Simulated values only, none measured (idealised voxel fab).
Process module in this document: voxel capacitor over wiring
FYI the section here is cut, 300 nm wide, cells are 5 nm squares.
A cross-section is written here as square cells arranged in a grid, and it is given in bands from the top down, each band taking up one or more rows of cells. A band entry consists of two parts. The first gives the height of the band's top and the height of its bottom, in nm. The rest lists the band's materials from left to right, each with its width in nm. A single material labelled with the word "full width" fills the band from edge to edge, and the word "air" marks empty space. Height reference: 0 = level under which incoming wafer is all one material. Lowest band: no bottom, runs on downward, e.g. "0 and below". Width: "30..40" (first number = top row, second number = bottom row, same change from row to row of cells). "left unchanged" (step): cross-section cells unchanged, all of them. Closed empty spaces (no open way to the top) of 8 cells or more are what "Closed cavity list" lists, each as width x height at distance from the left edge, nm for all three. after a step's settings: what the simulator itself notes on the step. overlay nm: on a step with a mask, how far right of its planned place the mask lay; negative means left.

**Planned process steps**
1) RECEIVE | material Si
2) CONFORMAL_DEP | material SiO2 | thk nm 10
3) DIRECTIONAL_DEP | material TiN | thk nm 5
4) DIRECTIONAL_DEP | material W | thk nm 25
5) PATTERN | tone cover | mask id METAL_1 | material resist | width nm 20 | pitch nm 85 | thk nm 20 | overlay nm 0
6) DIRECTIONAL_ETCH | etch materials W | depth nm 25
7) DIRECTIONAL_ETCH | etch materials TiN | depth nm 5
8) STRIP | etch materials resist
9) FILL_DEP | material SiO2 | thk nm 10
10) CMP | height nm 40
11) CONFORMAL_DEP | material SiCN | thk nm 5
12) DIRECTIONAL_DEP | material SiO2 | thk nm 20
13) DIRECTIONAL_DEP | material aC | thk nm 15
14) PATTERN | tone open | mask id PLUG_1 | material resist | width nm 15 | thk nm 35 | overlay nm 0
15) DIRECTIONAL_ETCH | etch materials aC | depth nm 15
16) STRIP | etch materials resist
17) DIRECTIONAL_ETCH | etch materials SiO2 | depth nm 20
18) DIRECTIONAL_ETCH | etch materials SiCN | depth nm 5
19) STRIP | etch materials aC
20) CONFORMAL_DEP | material TiN | thk nm 5
21) FILL_DEP | material Cu | thk nm 10
22) CMP | height nm 65
23) DIRECTIONAL_DEP | material TiN | thk nm 10
24) DIRECTIONAL_DEP | material Al2O3 | thk nm 5
25) DIRECTIONAL_DEP | material TiN | thk nm 5
26) DIRECTIONAL_DEP | material aC | thk nm 10
27) PATTERN | tone cover | mask id UPPER_PLATE | material resist | width nm 70 | thk nm 30 | overlay nm 0
28) DIRECTIONAL_ETCH | etch materials aC | depth nm 10
29) STRIP | etch materials resist
30) DIRECTIONAL_ETCH | etch materials TiN | depth nm 5
31) DIRECTIONAL_ETCH | etch materials Al2O3 | depth nm 5
32) STRIP | etch materials aC
33) DIRECTIONAL_DEP | material aC | thk nm 10
34) PATTERN | tone cover | mask id LOWER_PLATE | material resist | width nm 80 | thk nm 30 | overlay nm 0
35) DIRECTIONAL_ETCH | etch materials aC | depth nm 10
36) STRIP | etch materials resist
37) DIRECTIONAL_ETCH | etch materials TiN | depth nm 10
38) STRIP | etch materials aC
39) FILL_DEP | material SiO2 | thk nm 20
40) CMP | height nm 100
41) PATTERN | tone open | mask id PLUG_2 | material resist | width nm 15 | thk nm 15 | overlay nm 0
42) DIRECTIONAL_ETCH | etch materials SiO2 | depth nm 15
43) STRIP | etch materials resist
44) CONFORMAL_DEP | material TiN | thk nm 5
45) FILL_DEP | material W | thk nm 10
46) CMP | height nm 100
47) CONFORMAL_DEP | material SiCN | thk nm 5

**As-received state of the wafer in cross-section, equivalent to post-step 1**
  0 and below | Si full width
  Closed cavity list: none

**Module complete - cross-section of the first of two wafers, run according to plan**
  105 down to 100 | SiCN full width
  100 down to 90 | SiO2: 110, TiN: 5, W: 5, TiN: 5, SiO2: 175
  90 down to 80 | SiO2: 110..100, TiN: 15..70, SiO2: 175..130
  80 down to 75 | SiO2: 100, Al2O3: 70, SiO2: 130
  75 down to 65 | SiO2: 95, TiN: 80, SiO2: 125
  65 down to 45 | SiO2: 100, TiN: 5, Cu: 5, TiN: 5, SiO2: 185
  45 down to 40 | SiCN: 100, TiN: 15, SiCN: 185
  40 down to 15 | SiO2: 95, W: 20, SiO2: 65, W: 20, SiO2: 100
  15 down to 10 | SiO2: 95, TiN: 20, SiO2: 65, TiN: 20, SiO2: 100
  10 down to 0 | SiO2 full width
  0 and below | Si full width
  Closed cavity list: none

**Cross-sectional view: second of two wafers, end of module; start and plan identical to the first, one mistake in running**
  105 down to 100 | SiCN full width
  100 down to 90 | SiO2: 110..100, TiN: 15..70, SiO2: 175..130
  90 down to 85 | SiO2: 100, Al2O3: 70, SiO2: 130
  85 down to 75 | SiO2: 95, TiN: 80, SiO2: 125
  75 down to 70 | Cu full width
  70 down to 65 | TiN: 105, Cu: 5, TiN: 190
  65 down to 45 | SiO2: 100, TiN: 5, Cu: 5, TiN: 5, SiO2: 185
  45 down to 40 | SiCN: 100, TiN: 15, SiCN: 185
  40 down to 15 | SiO2: 95, W: 20, SiO2: 65, W: 20, SiO2: 100
  15 down to 10 | SiO2: 95, TiN: 20, SiO2: 65, TiN: 20, SiO2: 100
  10 down to 0 | SiO2 full width
  0 and below | Si full width
  Closed cavity list: none
Plan not followed: step 22 changed vs plan, executed as CMP | height nm 75
FYI, end of process, the second wafer has more or fewer cells of some materials than the first: Cu +61, SiO2 -114, TiN +55, W -2
